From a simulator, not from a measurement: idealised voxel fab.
process module | voxel wiring stack
cross-section cut | 245 nm wide | cells 5 nm
A cross-section is a grid of square cells, given in bands from the top down. A band is one or more rows of cells.
Each band's line starts with the height of the band's top and of its bottom, in nm. Then come its materials from left to right, each with its width in nm. One material with "throughout" fills the band from edge to edge. "air" is empty space.
Height 0 is the level under which the wafer as received is all one material. The lowest band goes on downwards, as in "0 down".
A width such as "30 to 40" changes by the same amount from each row of cells to the next, from the band's top row to its bottom row.
"no change" after a step means that no cell of the cross-section changed.
closed voids: empty space of 8 cells or more with no open way to the top, each as width x height at its distance from the left edge, in nm
after a step's settings: what the simulator itself notes on the step
overlay nm, on a step with a mask: how far to the right of its planned place the mask lay; to the left if negative
plan
1 op RECEIVE | material Si
2 op CONFORMAL_DEP | material SiO2 | thk nm 15
3 op CONFORMAL_DEP | material SiN | thk nm 5
4 op DIRECTIONAL_DEP | material SiO2 | thk nm 20
5 op DIRECTIONAL_DEP | material aC | thk nm 15
6 op PATTERN | tone open | mask id METAL_1 | material resist | width nm 20 | pitch nm 45 | thk nm 30 | overlay nm 0
7 op DIRECTIONAL_ETCH | etch materials aC | depth nm 15
8 op STRIP | etch materials resist
9 op DIRECTIONAL_ETCH | etch materials SiO2 | depth nm 20
10 op DIRECTIONAL_ETCH | etch materials SiN | depth nm 5
11 op STRIP | etch materials aC
12 op CONFORMAL_DEP | material TiN | thk nm 5
13 op FILL_DEP | material W | thk nm 10
14 op CMP | height nm 40
15 op EPI | material Ru | thk nm 5
16 op FILL_DEP | material SiCN | thk nm 5
17 op DIRECTIONAL_DEP | material lowk | thk nm 30
18 op PATTERN | tone open | mask id METAL_2 | material resist | width nm 20 | pitch nm 45 | thk nm 15 | overlay nm 0
19 op DIRECTIONAL_ETCH | etch materials lowk | depth nm 15
20 op STRIP | etch materials resist
21 op DIRECTIONAL_DEP | material aC | thk nm 10
22 op PATTERN | tone open | mask id METAL_2_HOLES | material resist | width nm 15 | pitch nm 45 | thk nm 30 | overlay nm 0
23 op DIRECTIONAL_ETCH | etch materials aC | depth nm 10
24 op STRIP | etch materials resist
25 op DIRECTIONAL_ETCH | etch materials lowk | depth nm 15
26 op DIRECTIONAL_ETCH | etch materials SiCN | depth nm 5
27 op STRIP | etch materials aC
28 op CONFORMAL_DEP | material TiN | thk nm 5
29 op FILL_DEP | material Ru | thk nm 5
30 op CMP | height nm 80
31 op CONFORMAL_DEP | material SiCN | thk nm 5
32 op DIRECTIONAL_DEP | material lowk | thk nm 30
33 op MASKED_ETCH | tone open | mask id METAL_3_HOLES | width nm 15 | pitch nm 45 | etch materials lowk | depth nm 30 | overlay nm 0
34 op MASKED_ETCH | tone open | mask id METAL_3 | width nm 20 | pitch nm 45 | etch materials lowk | depth nm 15 | overlay nm 0
35 op MASKED_ETCH | tone open | mask id METAL_3 | width nm 20 | pitch nm 45 | etch materials SiCN | depth nm 5 | overlay nm 0
36 op CONFORMAL_DEP | material TiN | thk nm 5
37 op FILL_DEP | material Ru | thk nm 10
38 op CMP | height nm 115
39 op CONFORMAL_DEP | material SiCN | thk nm 5
40 op DIRECTIONAL_DEP | material SiO2 | thk nm 35
41 op DIRECTIONAL_DEP | material aC | thk nm 10
42 op PATTERN | tone open | mask id METAL_4 | material resist | width nm 20 | pitch nm 45 | thk nm 25 | overlay nm 0
43 op DIRECTIONAL_ETCH | etch materials aC | depth nm 10
44 op STRIP | etch materials resist
45 op DIRECTIONAL_ETCH | etch materials SiO2 | depth nm 20
46 op STRIP | etch materials aC
47 op MASKED_ETCH | tone open | mask id METAL_4_HOLES | width nm 15 | pitch nm 45 | etch materials SiO2 | depth nm 15 | overlay nm 0
48 op MASKED_ETCH | tone open | mask id METAL_4_HOLES | width nm 15 | pitch nm 45 | etch materials SiCN | depth nm 5 | overlay nm 0
49 op CONFORMAL_DEP | material TiN | thk nm 5
50 op FILL_DEP | material Cu | thk nm 5
51 op CMP | height nm 155
52 op CONFORMAL_DEP | material SiN | thk nm 5
as received, after step 1
  0 down: Si throughout
  closed voids: none
first wafer at the end, as planned
  160 to 155: SiN throughout
  155 to 140: SiO2 45 | TiN 5 | Cu 10 | TiN 5 | SiO2 25 | TiN 5 | Cu 10 | TiN 5 | SiO2 25 | TiN 5 | Cu 10 | TiN 5 | SiO2 25 | TiN 5 | Cu 10 | TiN 5 | SiO2 45
  140 to 135: SiO2 45 | TiN 5 | Cu 5 | TiN 10 | SiO2 25 | TiN 5 | Cu 5 | TiN 10 | SiO2 25 | TiN 5 | Cu 5 | TiN 10 | SiO2 25 | TiN 5 | Cu 5 | TiN 10 | SiO2 45
  135 to 120: SiO2 45 | TiN 5 | Cu 5 | TiN 5 | SiO2 30 | TiN 5 | Cu 5 | TiN 5 | SiO2 30 | TiN 5 | Cu 5 | TiN 5 | SiO2 30 | TiN 5 | Cu 5 | TiN 5 | SiO2 50
  120 to 115: SiCN 45 | TiN 15 | SiCN 30 | TiN 15 | SiCN 30 | TiN 15 | SiCN 30 | TiN 15 | SiCN 50
  115 to 105: lowk 45 | TiN 5 | Ru 10 | TiN 5 | lowk 25 | TiN 5 | Ru 10 | TiN 5 | lowk 25 | TiN 5 | Ru 10 | TiN 5 | lowk 25 | TiN 5 | Ru 10 | TiN 5 | lowk 45
  105 to 100: lowk 45 | TiN 5 | Ru 5 | TiN 10 | lowk 25 | TiN 5 | Ru 5 | TiN 10 | lowk 25 | TiN 5 | Ru 5 | TiN 10 | lowk 25 | TiN 5 | Ru 5 | TiN 10 | lowk 45
  100 to 85: lowk 45 | TiN 5 | Ru 5 | TiN 5 | lowk 30 | TiN 5 | Ru 5 | TiN 5 | lowk 30 | TiN 5 | Ru 5 | TiN 5 | lowk 30 | TiN 5 | Ru 5 | TiN 5 | lowk 50
  85 to 80: SiCN 45 | TiN 15 | SiCN 30 | TiN 15 | SiCN 30 | TiN 15 | SiCN 30 | TiN 15 | SiCN 50
  80 to 70: lowk 45 | TiN 5 | Ru 10 | TiN 5 | lowk 25 | TiN 5 | Ru 10 | TiN 5 | lowk 25 | TiN 5 | Ru 10 | TiN 5 | lowk 25 | TiN 5 | Ru 10 | TiN 5 | lowk 45
  70 to 65: lowk 45 | TiN 5 | Ru 5 | TiN 10 | lowk 25 | TiN 5 | Ru 5 | TiN 10 | lowk 25 | TiN 5 | Ru 5 | TiN 10 | lowk 25 | TiN 5 | Ru 5 | TiN 10 | lowk 45
  65 to 50: lowk 45 | TiN 5 | Ru 5 | TiN 5 | lowk 30 | TiN 5 | Ru 5 | TiN 5 | lowk 30 | TiN 5 | Ru 5 | TiN 5 | lowk 30 | TiN 5 | Ru 5 | TiN 5 | lowk 50
  50 to 45: SiCN 45 | TiN 15 | SiCN 30 | TiN 15 | SiCN 30 | TiN 15 | SiCN 30 | TiN 15 | SiCN 50
  45 to 40: SiCN 40 | Ru 30 | SiCN 15 | Ru 30 | SiCN 15 | Ru 30 | SiCN 15 | Ru 30 | SiCN 40
  40 to 20: SiO2 45 | TiN 5 | W 10 | TiN 5 | SiO2 25 | TiN 5 | W 10 | TiN 5 | SiO2 25 | TiN 5 | W 10 | TiN 5 | SiO2 25 | TiN 5 | W 10 | TiN 5 | SiO2 45
  20 to 15: SiN 45 | TiN 20 | SiN 25 | TiN 20 | SiN 25 | TiN 20 | SiN 25 | TiN 20 | SiN 45
  15 to 0: SiO2 throughout
  0 down: Si throughout
  closed voids: none
second wafer at the end: like start, like plan, one mistake
  160 to 155: SiN throughout
  155 to 140: SiO2 45 | TiN 5 | Cu 10 | TiN 5 | SiO2 25 | TiN 5 | Cu 10 | TiN 5 | SiO2 25 | TiN 5 | Cu 10 | TiN 5 | SiO2 25 | TiN 5 | Cu 10 | TiN 5 | SiO2 45
  140 to 135: SiO2 45 | TiN 5 | Cu 5 | TiN 10 | SiO2 25 | TiN 5 | Cu 5 | TiN 10 | SiO2 25 | TiN 5 | Cu 5 | TiN 10 | SiO2 25 | TiN 5 | Cu 5 | TiN 10 | SiO2 45
  135 to 120: SiO2 45 | TiN 5 | Cu 5 | TiN 5 | SiO2 30 | TiN 5 | Cu 5 | TiN 5 | SiO2 30 | TiN 5 | Cu 5 | TiN 5 | SiO2 30 | TiN 5 | Cu 5 | TiN 5 | SiO2 50
  120 to 115: SiCN 45 | TiN 15 | SiCN 30 | TiN 15 | SiCN 30 | TiN 15 | SiCN 30 | TiN 15 | SiCN 50
  115 to 105: lowk 45 | TiN 5 | Ru 10 | TiN 5 | lowk 25 | TiN 5 | Ru 10 | TiN 5 | lowk 25 | TiN 5 | Ru 10 | TiN 5 | lowk 25 | TiN 5 | Ru 10 | TiN 5 | lowk 45
  105 to 100: lowk 45 | TiN 5 | Ru 5 | TiN 10 | lowk 25 | TiN 5 | Ru 5 | TiN 10 | lowk 25 | TiN 5 | Ru 5 | TiN 10 | lowk 25 | TiN 5 | Ru 5 | TiN 10 | lowk 45
  100 to 85: lowk 45 | TiN 5 | Ru 5 | TiN 5 | lowk 30 | TiN 5 | Ru 5 | TiN 5 | lowk 30 | TiN 5 | Ru 5 | TiN 5 | lowk 30 | TiN 5 | Ru 5 | TiN 5 | lowk 50
  85 to 80: SiCN 45 | TiN 15 | SiCN 30 | TiN 15 | SiCN 30 | TiN 15 | SiCN 30 | TiN 15 | SiCN 50
  80 to 70: lowk 35 | TiN 5 | Ru 20 | TiN 5 | lowk 15 | TiN 5 | Ru 20 | TiN 5 | lowk 15 | TiN 5 | Ru 20 | TiN 5 | lowk 15 | TiN 5 | Ru 20 | TiN 5 | lowk 45
  70 to 65: lowk 35 | TiN 30 | lowk 15 | TiN 30 | lowk 15 | TiN 30 | lowk 15 | TiN 30 | lowk 45
  65 to 50: lowk 45 | TiN 5 | lowk 40 | TiN 5 | lowk 40 | TiN 5 | lowk 40 | TiN 5 | lowk 60
  50 to 45: SiCN 45 | TiN 5 | SiCN 40 | TiN 5 | SiCN 40 | TiN 5 | SiCN 40 | TiN 5 | SiCN 60
  45 to 40: SiCN 40 | Ru 30 | SiCN 15 | Ru 30 | SiCN 15 | Ru 30 | SiCN 15 | Ru 30 | SiCN 40
  40 to 20: SiO2 45 | TiN 5 | W 10 | TiN 5 | SiO2 25 | TiN 5 | W 10 | TiN 5 | SiO2 25 | TiN 5 | W 10 | TiN 5 | SiO2 25 | TiN 5 | W 10 | TiN 5 | SiO2 45
  20 to 15: SiN 45 | TiN 20 | SiN 25 | TiN 20 | SiN 25 | TiN 20 | SiN 25 | TiN 20 | SiN 45
  15 to 0: SiO2 throughout
  0 down: Si throughout
  closed voids: none
what went wrong: step 22 ran as: op PATTERN | tone open | mask id METAL_2_HOLES | material resist | width nm 15 | pitch nm 45 | thk nm 30 | overlay nm -10
at the end the second wafer has, in cells: 8 more of SiCN | 8 fewer of TiN
